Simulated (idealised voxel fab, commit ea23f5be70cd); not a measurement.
You're looking at the process module voxel wiring stack.
Square cells of 5 nm make up the cross-section cut, whose width is 260 nm.
Cross-sections here: square-cell grids, written as top-down lists of bands, a band being one or more rows of cells.
Basically the band line says how high the top is and how high the bottom is, in nm, and then what's in it from left to right, every material with its width in nm. Empty space shows up as "empty", and if a single material carries "everywhere" it runs the full band edge to edge.
Convention: height 0 is the level below which the wafer, as received, is all one material. The lowest band does not terminate at the bottom but continues downward, represented as "0..down".
Graded width ("30..40"): value in top row of band = first number; value in bottom row = second number; row-to-row change constant.
It should be understood that the words "all unchanged", when stated for a given step, signify that the cross-section underwent no change in any of its cells during that step.
"Enclosed void listing" - sealed voids, min. 8 cells, no opening to top; format: width x height at distance (distance from left edge; nm throughout).
Past the settings on a step's line: simulator remark, on that step.
If you see "overlay nm" on a step's line and that step has a mask, it's telling you how far right of where it was planned the mask ended up; a negative number means it went left instead.

# plan
1) RECEIVE | material Si
2) CONFORMAL_DEP | material SiO2 | thk nm 15
3) DIRECTIONAL_DEP | material TiN | thk nm 5
4) DIRECTIONAL_DEP | material W | thk nm 20
5) PATTERN | tone cover | mask id METAL_1 | material resist | width nm 20 | pitch nm 45 | thk nm 15 | overlay nm 0
6) DIRECTIONAL_ETCH | etch materials W | depth nm 20
7) DIRECTIONAL_ETCH | etch materials TiN | depth nm 5
8) STRIP | etch materials resist
9) FILL_DEP | material SiO2 | thk nm 10
10) CMP | height nm 40
11) CONFORMAL_DEP | material SiCN | thk nm 5
12) DIRECTIONAL_DEP | material lowk | thk nm 30
13) DIRECTIONAL_DEP | material aC | thk nm 10
14) PATTERN | tone open | mask id METAL_2_HOLES | material resist | width nm 15 | pitch nm 90 | thk nm 30 | overlay nm 0
15) DIRECTIONAL_ETCH | etch materials aC | depth nm 10
16) STRIP | etch materials resist
17) DIRECTIONAL_ETCH | etch materials lowk | depth nm 30
18) STRIP | etch materials aC
19) PATTERN | tone open | mask id METAL_2 | material resist | width nm 20 | pitch nm 45 | thk nm 15 | overlay nm 0
20) DIRECTIONAL_ETCH | etch materials lowk | depth nm 20
21) DIRECTIONAL_ETCH | etch materials SiCN | depth nm 5
22) STRIP | etch materials resist
23) CONFORMAL_DEP | material TiN | thk nm 5
24) FILL_DEP | material Ru | thk nm 5
25) CMP | height nm 75
26) CONFORMAL_DEP | material SiCN | thk nm 5
27) DIRECTIONAL_DEP | material lowk | thk nm 10
28) DIRECTIONAL_DEP | material aC | thk nm 15
29) PATTERN | tone open | mask id PLUG_2 | material resist | width nm 15 | pitch nm 45 | thk nm 30 | overlay nm 0
30) DIRECTIONAL_ETCH | etch materials aC | depth nm 15
31) STRIP | etch materials resist
32) DIRECTIONAL_ETCH | etch materials lowk | depth nm 10
33) DIRECTIONAL_ETCH | etch materials SiCN | depth nm 5
34) STRIP | etch materials aC
35) CONFORMAL_DEP | material TiN | thk nm 5
36) FILL_DEP | material Ru | thk nm 10
37) CMP | height nm 90
38) DIRECTIONAL_DEP | material TiN | thk nm 5
39) DIRECTIONAL_DEP | material W | thk nm 15
40) PATTERN | tone cover | mask id METAL_3 | material resist | width nm 20 | pitch nm 45 | thk nm 15 | overlay nm 0
41) DIRECTIONAL_ETCH | etch materials W | depth nm 15
42) DIRECTIONAL_ETCH | etch materials TiN | depth nm 5
43) STRIP | etch materials resist
44) FILL_DEP | material lowk | thk nm 5
45) CMP | height nm 110
46) CONFORMAL_DEP | material SiN | thk nm 5

# Wafer, first of two, run as planned

# Cross-section of the wafer as it came to us, i.e., already through step 1
> 0..down  Si everywhere
> Enclosed void listing: none

# State of the wafer after step 2, shown in cross-section
> 15..0  SiO2 everywhere
> All layers under 0 are left as they were.

# State of the wafer after step 3, shown in cross-section
> 20..15  TiN everywhere
> All layers under 15 are left as they were.

# State of the wafer after step 4, shown in cross-section
> 40..20  W everywhere
> All layers under 20 are left as they were.

# State of the wafer after step 5, shown in cross-section
> 55..40  empty 50 nm, then resist 20 nm, then empty 25 nm, then resist 20 nm, then empty 25 nm, then resist 20 nm, then empty 25 nm, then resist 20 nm, then empty 55 nm
> All layers under 40 are left as they were.

# State of the wafer after step 6, shown in cross-section
> 55..40  empty 50 nm, then resist 20 nm, then empty 25 nm, then resist 20 nm, then empty 25 nm, then resist 20 nm, then empty 25 nm, then resist 20 nm, then empty 55 nm
> 40..20  empty 50 nm, then W 20 nm, then empty 25 nm, then W 20 nm, then empty 25 nm, then W 20 nm, then empty 25 nm, then W 20 nm, then empty 55 nm
> All layers under 20 are left as they were.

# State of the wafer after step 7, shown in cross-section
> 55..40  empty 50 nm, then resist 20 nm, then empty 25 nm, then resist 20 nm, then empty 25 nm, then resist 20 nm, then empty 25 nm, then resist 20 nm, then empty 55 nm
> 40..20  empty 50 nm, then W 20 nm, then empty 25 nm, then W 20 nm, then empty 25 nm, then W 20 nm, then empty 25 nm, then W 20 nm, then empty 55 nm
> 20..15  empty 50 nm, then TiN 20 nm, then empty 25 nm, then TiN 20 nm, then empty 25 nm, then TiN 20 nm, then empty 25 nm, then TiN 20 nm, then empty 55 nm
> All layers under 15 are left as they were.

# State of the wafer after step 8, shown in cross-section
> 40..20  empty 50 nm, then W 20 nm, then empty 25 nm, then W 20 nm, then empty 25 nm, then W 20 nm, then empty 25 nm, then W 20 nm, then empty 55 nm
> All layers under 20 are left as they were.

# State of the wafer after step 9, shown in cross-section
> 50..40  SiO2 everywhere
> 40..20  SiO2 50 nm, then W 20 nm, then SiO2 25 nm, then W 20 nm, then SiO2 25 nm, then W 20 nm, then SiO2 25 nm, then W 20 nm, then SiO2 55 nm
> 20..15  SiO2 50 nm, then TiN 20 nm, then SiO2 25 nm, then TiN 20 nm, then SiO2 25 nm, then TiN 20 nm, then SiO2 25 nm, then TiN 20 nm, then SiO2 55 nm
> All layers under 15 are left as they were.

# State of the wafer after step 10, shown in cross-section
> 40..20  SiO2 50 nm, then W 20 nm, then SiO2 25 nm, then W 20 nm, then SiO2 25 nm, then W 20 nm, then SiO2 25 nm, then W 20 nm, then SiO2 55 nm
> All layers under 20 are left as they were.

# State of the wafer after step 11, shown in cross-section
> 45..40  SiCN everywhere
> All layers under 40 are left as they were.

# State of the wafer after step 12, shown in cross-section
> 75..45  lowk everywhere
> All layers under 45 are left as they were.

# State of the wafer after step 13, shown in cross-section
> 85..75  aC everywhere
> All layers under 75 are left as they were.

# State of the wafer after step 14, shown in cross-section
> 115..85  resist 50 nm, then empty 15 nm, then resist 75 nm, then empty 15 nm, then resist 105 nm
> All layers under 85 are left as they were.

# State of the wafer after step 15, shown in cross-section
> 105..85  resist 50 nm, then empty 15 nm, then resist 75 nm, then empty 15 nm, then resist 105 nm
> 85..75  aC 50 nm, then empty 15 nm, then aC 75 nm, then empty 15 nm, then aC 105 nm
> All layers under 75 are left as they were.

# State of the wafer after step 16, shown in cross-section
> 85..75  aC 50 nm, then empty 15 nm, then aC 75 nm, then empty 15 nm, then aC 105 nm
> All layers under 75 are left as they were.

# State of the wafer after step 17, shown in cross-section
> 85..75  aC 50 nm, then empty 15 nm, then aC 75 nm, then empty 15 nm, then aC 105 nm
> 75..45  lowk 50 nm, then empty 15 nm, then lowk 75 nm, then empty 15 nm, then lowk 105 nm
> All layers under 45 are left as they were.

# State of the wafer after step 18, shown in cross-section
> 75..45  lowk 50 nm, then empty 15 nm, then lowk 75 nm, then empty 15 nm, then lowk 105 nm
> All layers under 45 are left as they were.

# State of the wafer after step 19, shown in cross-section
> 90..75  resist 50 nm, then empty 20 nm, then resist 25 nm, then empty 20 nm, then resist 25 nm, then empty 20 nm, then resist 25 nm, then empty 20 nm, then resist 55 nm
> All layers under 75 are left as they were.

# State of the wafer after step 20, shown in cross-section
> 90..75  resist 50 nm, then empty 20 nm, then resist 25 nm, then empty 20 nm, then resist 25 nm, then empty 20 nm, then resist 25 nm, then empty 20 nm, then resist 55 nm
> 75..55  lowk 50 nm, then empty 20 nm, then lowk 25 nm, then empty 20 nm, then lowk 25 nm, then empty 20 nm, then lowk 25 nm, then empty 20 nm, then lowk 55 nm
> All layers under 55 are left as they were.

# State of the wafer after step 21, shown in cross-section
> 90..75  resist 50 nm, then empty 20 nm, then resist 25 nm, then empty 20 nm, then resist 25 nm, then empty 20 nm, then resist 25 nm, then empty 20 nm, then resist 55 nm
> 75..55  lowk 50 nm, then empty 20 nm, then lowk 25 nm, then empty 20 nm, then lowk 25 nm, then empty 20 nm, then lowk 25 nm, then empty 20 nm, then lowk 55 nm
> 55..45  lowk 50 nm, then empty 15 nm, then lowk 75 nm, then empty 15 nm, then lowk 105 nm
> 45..40  SiCN 50 nm, then empty 15 nm, then SiCN 75 nm, then empty 15 nm, then SiCN 105 nm
> All layers under 40 are left as they were.

# State of the wafer after step 22, shown in cross-section
> 75..55  lowk 50 nm, then empty 20 nm, then lowk 25 nm, then empty 20 nm, then lowk 25 nm, then empty 20 nm, then lowk 25 nm, then empty 20 nm, then lowk 55 nm
> All layers under 55 are left as they were.

# State of the wafer after step 23, shown in cross-section
> 80..75  TiN 55 nm, then empty 10 nm, then TiN 35 nm, then empty 10 nm, then TiN 35 nm, then empty 10 nm, then TiN 35 nm, then empty 10 nm, then TiN 60 nm
> 75..60  lowk 50 nm, then TiN 5 nm, then empty 10 nm, then TiN 5 nm, then lowk 25 nm, then TiN 5 nm, then empty 10 nm, then TiN 5 nm, then lowk 25 nm, then TiN 5 nm, then empty 10 nm, then TiN 5 nm, then lowk 25 nm, then TiN 5 nm, then empty 10 nm, then TiN 5 nm, then lowk 55 nm
> 60..55  lowk 50 nm, then TiN 5 nm, then empty 5 nm, then TiN 10 nm, then lowk 25 nm, then TiN 20 nm, then lowk 25 nm, then TiN 5 nm, then empty 5 nm, then TiN 10 nm, then lowk 25 nm, then TiN 20 nm, then lowk 55 nm
> 55..45  lowk 50 nm, then TiN 5 nm, then empty 5 nm, then TiN 5 nm, then lowk 75 nm, then TiN 5 nm, then empty 5 nm, then TiN 5 nm, then lowk 105 nm
> 45..40  SiCN 50 nm, then TiN 15 nm, then SiCN 75 nm, then TiN 15 nm, then SiCN 105 nm
> All layers under 40 are left as they were.

# State of the wafer after step 24, shown in cross-section
> 85..80  Ru everywhere
> 80..75  TiN 55 nm, then Ru 10 nm, then TiN 35 nm, then Ru 10 nm, then TiN 35 nm, then Ru 10 nm, then TiN 35 nm, then Ru 10 nm, then TiN 60 nm
> 75..60  lowk 50 nm, then TiN 5 nm, then Ru 10 nm, then TiN 5 nm, then lowk 25 nm, then TiN 5 nm, then Ru 10 nm, then TiN 5 nm, then lowk 25 nm, then TiN 5 nm, then Ru 10 nm, then TiN 5 nm, then lowk 25 nm, then TiN 5 nm, then Ru 10 nm, then TiN 5 nm, then lowk 55 nm
> 60..55  lowk 50 nm, then TiN 5 nm, then Ru 5 nm, then TiN 10 nm, then lowk 25 nm, then TiN 20 nm, then lowk 25 nm, then TiN 5 nm, then Ru 5 nm, then TiN 10 nm, then lowk 25 nm, then TiN 20 nm, then lowk 55 nm
> 55..45  lowk 50 nm, then TiN 5 nm, then Ru 5 nm, then TiN 5 nm, then lowk 75 nm, then TiN 5 nm, then Ru 5 nm, then TiN 5 nm, then lowk 105 nm
> All layers under 45 are left as they were.

# State of the wafer after step 25, shown in cross-section
> 75..60  lowk 50 nm, then TiN 5 nm, then Ru 10 nm, then TiN 5 nm, then lowk 25 nm, then TiN 5 nm, then Ru 10 nm, then TiN 5 nm, then lowk 25 nm, then TiN 5 nm, then Ru 10 nm, then TiN 5 nm, then lowk 25 nm, then TiN 5 nm, then Ru 10 nm, then TiN 5 nm, then lowk 55 nm
> All layers under 60 are left as they were.

# State of the wafer after step 26, shown in cross-section
> 80..75  SiCN everywhere
> All layers under 75 are left as they were.

# State of the wafer after step 27, shown in cross-section
> 90..80  lowk everywhere
> All layers under 80 are left as they were.

# State of the wafer after step 28, shown in cross-section
> 105..90  aC everywhere
> All layers under 90 are left as they were.

# State of the wafer after step 29, shown in cross-section
> 135..105  resist 50 nm, then empty 15 nm, then resist 30 nm, then empty 15 nm, then resist 30 nm, then empty 15 nm, then resist 30 nm, then empty 15 nm, then resist 60 nm
> All layers under 105 are left as they were.

# State of the wafer after step 30, shown in cross-section
> 120..105  resist 50 nm, then empty 15 nm, then resist 30 nm, then empty 15 nm, then resist 30 nm, then empty 15 nm, then resist 30 nm, then empty 15 nm, then resist 60 nm
> 105..90  aC 50 nm, then empty 15 nm, then aC 30 nm, then empty 15 nm, then aC 30 nm, then empty 15 nm, then aC 30 nm, then empty 15 nm, then aC 60 nm
> All layers under 90 are left as they were.

# State of the wafer after step 31, shown in cross-section
> 105..90  aC 50 nm, then empty 15 nm, then aC 30 nm, then empty 15 nm, then aC 30 nm, then empty 15 nm, then aC 30 nm, then empty 15 nm, then aC 60 nm
> All layers under 90 are left as they were.

# State of the wafer after step 32, shown in cross-section
> 105..90  aC 50 nm, then empty 15 nm, then aC 30 nm, then empty 15 nm, then aC 30 nm, then empty 15 nm, then aC 30 nm, then empty 15 nm, then aC 60 nm
> 90..80  lowk 50 nm, then empty 15 nm, then lowk 30 nm, then empty 15 nm, then lowk 30 nm, then empty 15 nm, then lowk 30 nm, then empty 15 nm, then lowk 60 nm
> All layers under 80 are left as they were.

# State of the wafer after step 33, shown in cross-section
> 105..90  aC 50 nm, then empty 15 nm, then aC 30 nm, then empty 15 nm, then aC 30 nm, then empty 15 nm, then aC 30 nm, then empty 15 nm, then aC 60 nm
> 90..80  lowk 50 nm, then empty 15 nm, then lowk 30 nm, then empty 15 nm, then lowk 30 nm, then empty 15 nm, then lowk 30 nm, then empty 15 nm, then lowk 60 nm
> 80..75  SiCN 50 nm, then empty 15 nm, then SiCN 30 nm, then empty 15 nm, then SiCN 30 nm, then empty 15 nm, then SiCN 30 nm, then empty 15 nm, then SiCN 60 nm
> All layers under 75 are left as they were.

# State of the wafer after step 34, shown in cross-section
> 90..80  lowk 50 nm, then empty 15 nm, then lowk 30 nm, then empty 15 nm, then lowk 30 nm, then empty 15 nm, then lowk 30 nm, then empty 15 nm, then lowk 60 nm
> All layers under 80 are left as they were.

# State of the wafer after step 35, shown in cross-section
> 95..90  TiN 55 nm, then empty 5 nm, then TiN 40 nm, then empty 5 nm, then TiN 40 nm, then empty 5 nm, then TiN 40 nm, then empty 5 nm, then TiN 65 nm
> 90..80  lowk 50 nm, then TiN 5 nm, then empty 5 nm, then TiN 5 nm, then lowk 30 nm, then TiN 5 nm, then empty 5 nm, then TiN 5 nm, then lowk 30 nm, then TiN 5 nm, then empty 5 nm, then TiN 5 nm, then lowk 30 nm, then TiN 5 nm, then empty 5 nm, then TiN 5 nm, then lowk 60 nm
> 80..75  SiCN 50 nm, then TiN 15 nm, then SiCN 30 nm, then TiN 15 nm, then SiCN 30 nm, then TiN 15 nm, then SiCN 30 nm, then TiN 15 nm, then SiCN 60 nm
> All layers under 75 are left as they were.

# State of the wafer after step 36, shown in cross-section
> 105..95  Ru everywhere
> 95..90  TiN 55 nm, then Ru 5 nm, then TiN 40 nm, then Ru 5 nm, then TiN 40 nm, then Ru 5 nm, then TiN 40 nm, then Ru 5 nm, then TiN 65 nm
> 90..80  lowk 50 nm, then TiN 5 nm, then Ru 5 nm, then TiN 5 nm, then lowk 30 nm, then TiN 5 nm, then Ru 5 nm, then TiN 5 nm, then lowk 30 nm, then TiN 5 nm, then Ru 5 nm, then TiN 5 nm, then lowk 30 nm, then TiN 5 nm, then Ru 5 nm, then TiN 5 nm, then lowk 60 nm
> All layers under 80 are left as they were.

# State of the wafer after step 37, shown in cross-section
> 90..80  lowk 50 nm, then TiN 5 nm, then Ru 5 nm, then TiN 5 nm, then lowk 30 nm, then TiN 5 nm, then Ru 5 nm, then TiN 5 nm, then lowk 30 nm, then TiN 5 nm, then Ru 5 nm, then TiN 5 nm, then lowk 30 nm, then TiN 5 nm, then Ru 5 nm, then TiN 5 nm, then lowk 60 nm
> All layers under 80 are left as they were.

# State of the wafer after step 38, shown in cross-section
> 95..90  TiN everywhere
> All layers under 90 are left as they were.

# State of the wafer after step 39, shown in cross-section
> 110..95  W everywhere
> All layers under 95 are left as they were.

# State of the wafer after step 40, shown in cross-section
> 125..110  empty 50 nm, then resist 20 nm, then empty 25 nm, then resist 20 nm, then empty 25 nm, then resist 20 nm, then empty 25 nm, then resist 20 nm, then empty 55 nm
> All layers under 110 are left as they were.

# State of the wafer after step 41, shown in cross-section
> 125..110  empty 50 nm, then resist 20 nm, then empty 25 nm, then resist 20 nm, then empty 25 nm, then resist 20 nm, then empty 25 nm, then resist 20 nm, then empty 55 nm
> 110..95  empty 50 nm, then W 20 nm, then empty 25 nm, then W 20 nm, then empty 25 nm, then W 20 nm, then empty 25 nm, then W 20 nm, then empty 55 nm
> All layers under 95 are left as they were.

# State of the wafer after step 42, shown in cross-section
> 125..110  empty 50 nm, then resist 20 nm, then empty 25 nm, then resist 20 nm, then empty 25 nm, then resist 20 nm, then empty 25 nm, then resist 20 nm, then empty 55 nm
> 110..95  empty 50 nm, then W 20 nm, then empty 25 nm, then W 20 nm, then empty 25 nm, then W 20 nm, then empty 25 nm, then W 20 nm, then empty 55 nm
> 95..90  empty 50 nm, then TiN 20 nm, then empty 25 nm, then TiN 20 nm, then empty 25 nm, then TiN 20 nm, then empty 25 nm, then TiN 20 nm, then empty 55 nm
> All layers under 90 are left as they were.

# State of the wafer after step 43, shown in cross-section
> 110..95  empty 50 nm, then W 20 nm, then empty 25 nm, then W 20 nm, then empty 25 nm, then W 20 nm, then empty 25 nm, then W 20 nm, then empty 55 nm
> All layers under 95 are left as they were.

# State of the wafer after step 44, shown in cross-section
> 115..110  lowk everywhere
> 110..95  lowk 50 nm, then W 20 nm, then lowk 25 nm, then W 20 nm, then lowk 25 nm, then W 20 nm, then lowk 25 nm, then W 20 nm, then lowk 55 nm
> 95..90  lowk 50 nm, then TiN 20 nm, then lowk 25 nm, then TiN 20 nm, then lowk 25 nm, then TiN 20 nm, then lowk 25 nm, then TiN 20 nm, then lowk 55 nm
> All layers under 90 are left as they were.

# State of the wafer after step 45, shown in cross-section
> 110..95  lowk 50 nm, then W 20 nm, then lowk 25 nm, then W 20 nm, then lowk 25 nm, then W 20 nm, then lowk 25 nm, then W 20 nm, then lowk 55 nm
> All layers under 95 are left as they were.

# State of the wafer after step 46, shown in cross-section
> 115..110  SiN everywhere
> All layers under 110 are left as they were.

# The second wafer began exactly as the first did and followed the same plan, but one mistake was made while running it; through step 37 inclusive, the two wafers are identical

# Cross-section of the second wafer when, according to plan, step 38 should have finished
> 105..90  W everywhere
> All layers under 90 are left as they were.

# Cross-section of the second wafer when, according to plan, step 39 should have finished
> 110..105  TiN everywhere
> All layers under 105 are left as they were.

# Cross-section of the second wafer when, according to plan, step 40 should have finished
> 125..110  empty 50 nm, then resist 20 nm, then empty 25 nm, then resist 20 nm, then empty 25 nm, then resist 20 nm, then empty 25 nm, then resist 20 nm, then empty 55 nm
> All layers under 110 are left as they were.

Cross-section of the second wafer when, according to plan, step 41 should have finished: all unchanged

# Cross-section of the second wafer when, according to plan, step 42 should have finished
> 125..110  empty 50 nm, then resist 20 nm, then empty 25 nm, then resist 20 nm, then empty 25 nm, then resist 20 nm, then empty 25 nm, then resist 20 nm, then empty 55 nm
> 110..105  empty 50 nm, then TiN 20 nm, then empty 25 nm, then TiN 20 nm, then empty 25 nm, then TiN 20 nm, then empty 25 nm, then TiN 20 nm, then empty 55 nm
> All layers under 105 are left as they were.

# Cross-section of the second wafer when, according to plan, step 43 should have finished
> 110..105  empty 50 nm, then TiN 20 nm, then empty 25 nm, then TiN 20 nm, then empty 25 nm, then TiN 20 nm, then empty 25 nm, then TiN 20 nm, then empty 55 nm
> All layers under 105 are left as they were.

# Cross-section of the second wafer when, according to plan, step 44 should have finished
> 115..110  lowk everywhere
> 110..105  lowk 50 nm, then TiN 20 nm, then lowk 25 nm, then TiN 20 nm, then lowk 25 nm, then TiN 20 nm, then lowk 25 nm, then TiN 20 nm, then lowk 55 nm
> All layers under 105 are left as they were.

# Cross-section of the second wafer when, according to plan, step 45 should have finished
> 110..105  lowk 50 nm, then TiN 20 nm, then lowk 25 nm, then TiN 20 nm, then lowk 25 nm, then TiN 20 nm, then lowk 25 nm, then TiN 20 nm, then lowk 55 nm
> All layers under 105 are left as they were.

# Cross-section of the second wafer when, according to plan, step 46 should have finished
> 115..110  SiN everywhere
> All layers under 110 are left as they were.
It is concluded that the wafer was processed incorrectly with respect to the plan, in that steps 38 and 39 were swapped
End check, counted in cells, second wafer has more or fewer of these materials than the first: W: 108 more | lowk: 108 fewer
